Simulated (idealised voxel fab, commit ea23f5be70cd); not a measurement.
The document below concerns the process module designated voxel ribs on slabs.
The figure presents cross-section cut, which has a width of 195 nm and is divided into square cells with an edge length of 5 nm.
For the purposes of this document, a cross-section shall be understood as a grid of square cells, specified as bands listed in top-to-bottom order, each band consisting of one or more rows of cells. Per band: top height and bottom height in nm, followed by the left-to-right materials and their widths in nm; "full width" marks a single material spanning edge to edge, "empty" marks empty space. We count height from 0. Below that, the starting wafer is all one material. The lowest band never ends at the bottom but goes on down; see "0..down" for how that is written. Width "30..40": first value at the band's top row of cells, second value at its bottom row, equal change from row to row. No cell of the cross-section changed in a step that is given as "changes: none". Any empty space of 8 cells or more lacking an open way to the top shows up in "Sealed internal cavities" as width x height at distance, distance from the left edge, in nm. Whatever follows a step's settings on its line is a remark the simulator itself makes about that step. A step's line can hold "overlay nm"; with a mask on that step, the setting says how far right of the planned place the mask lay, while a negative setting says it lay to the left.

plan:
1: RECEIVE (material Si)
2: DIRECTIONAL_DEP (material SiO2; thk nm 20)
3: DIRECTIONAL_DEP (material SiN; thk nm 20)
4: PATTERN (tone cover; mask id RIB; material resist; width nm 30; thk nm 20; overlay nm 0)
5: DIRECTIONAL_ETCH (etch materials SiN; depth nm 10)
6: STRIP (etch materials resist)
7: PATTERN (tone cover; mask id SLAB; material resist; width nm 60; thk nm 15; overlay nm 0)
8: DIRECTIONAL_ETCH (etch materials SiN; depth nm 10)
9: STRIP (etch materials resist)
10: FILL_DEP (material SiO2; thk nm 25)
11: CMP (height nm 55)
12: DIRECTIONAL_DEP (material W; thk nm 5)
13: PATTERN (tone cover; mask id HEATER; material resist; width nm 40; thk nm 20; overlay nm 0)
14: DIRECTIONAL_ETCH (etch materials W; depth nm 5)
15: STRIP (etch materials resist)
16: CONFORMAL_DEP (material SiN; thk nm 5)

First of two wafers, with the run carried out as planned:

Shown in cross-section is the wafer as received, that is, as it stands after step 1:
- 0..down = Si full width
- Sealed internal cavities: none

Sectional view: wafer, after step 2:
- 20..0 = SiO2 full width
- At heights below 0, the structure remains unaltered.

Sectional view: wafer, after step 3:
- 40..20 = SiN full width
- At heights below 20, the structure remains unaltered.

Sectional view: wafer, after step 4:
- 60..40 = empty: 80 / resist: 30 / empty: 85
- At heights below 40, the structure remains unaltered.

Sectional view: wafer, after step 5:
- 60..40 = empty: 80 / resist: 30 / empty: 85
- 40..30 = empty: 80 / SiN: 30 / empty: 85
- At heights below 30, the structure remains unaltered.

Sectional view: wafer, after step 6:
- 40..30 = empty: 80 / SiN: 30 / empty: 85
- At heights below 30, the structure remains unaltered.

Sectional view: wafer, after step 7:
- 55..40 = empty: 65 / resist: 60 / empty: 70
- 40..30 = empty: 65 / resist: 15 / SiN: 30 / resist: 15 / empty: 70
- At heights below 30, the structure remains unaltered.

Sectional view: wafer, after step 8:
- 55..40 = empty: 65 / resist: 60 / empty: 70
- 40..30 = empty: 65 / resist: 15 / SiN: 30 / resist: 15 / empty: 70
- 30..20 = empty: 65 / SiN: 60 / empty: 70
- At heights below 20, the structure remains unaltered.

Sectional view: wafer, after step 9:
- 40..30 = empty: 80 / SiN: 30 / empty: 85
- At heights below 30, the structure remains unaltered.

Sectional view: wafer, after step 10:
- 65..40 = SiO2 full width
- 40..30 = SiO2: 80 / SiN: 30 / SiO2: 85
- 30..20 = SiO2: 65 / SiN: 60 / SiO2: 70
- At heights below 20, the structure remains unaltered.

Sectional view: wafer, after step 11:
- 55..40 = SiO2 full width
- At heights below 40, the structure remains unaltered.

Sectional view: wafer, after step 12:
- 60..55 = W full width
- At heights below 55, the structure remains unaltered.

Sectional view: wafer, after step 13:
- 80..60 = empty: 75 / resist: 40 / empty: 80
- At heights below 60, the structure remains unaltered.

Sectional view: wafer, after step 14:
- 80..60 = empty: 75 / resist: 40 / empty: 80
- 60..55 = empty: 75 / W: 40 / empty: 80
- At heights below 55, the structure remains unaltered.

Sectional view: wafer, after step 15:
- 60..55 = empty: 75 / W: 40 / empty: 80
- At heights below 55, the structure remains unaltered.

Sectional view: wafer, after step 16:
- 65..60 = empty: 70 / SiN: 50 / empty: 75
- 60..55 = SiN: 75 / W: 40 / SiN: 80
- At heights below 55, the structure remains unaltered.

The second wafer was prepared from the same starting point and under the same plan as the first; its processing contained one mistake, and it remains indistinguishable from the first wafer up to and including step 11:

Cross-sectional representation of the second wafer at the time designated in the plan for the completion of step 12:
- 60..40 = SiO2 full width
- At heights below 40, the structure remains unaltered.

Cross-sectional representation of the second wafer at the time designated in the plan for the completion of step 13:
- 80..60 = empty: 75 / resist: 40 / empty: 80
- At heights below 60, the structure remains unaltered.

Cross-sectional representation of the second wafer at the time designated in the plan for the completion of step 14: changes: none

Cross-sectional representation of the second wafer at the time designated in the plan for the completion of step 15:
- 60..40 = SiO2 full width
- At heights below 40, the structure remains unaltered.

Cross-sectional representation of the second wafer at the time designated in the plan for the completion of step 16:
- 65..60 = SiN full width
- At heights below 60, the structure remains unaltered.
Nonconformance to the process plan: step 12 did not use the planned setting and instead ran as DIRECTIONAL_DEP (material SiO2; thk nm 5)
Per the end-of-run cell counts, the second wafer holds more or fewer of some materials than the first: SiN -2, SiO2 +39, W -8
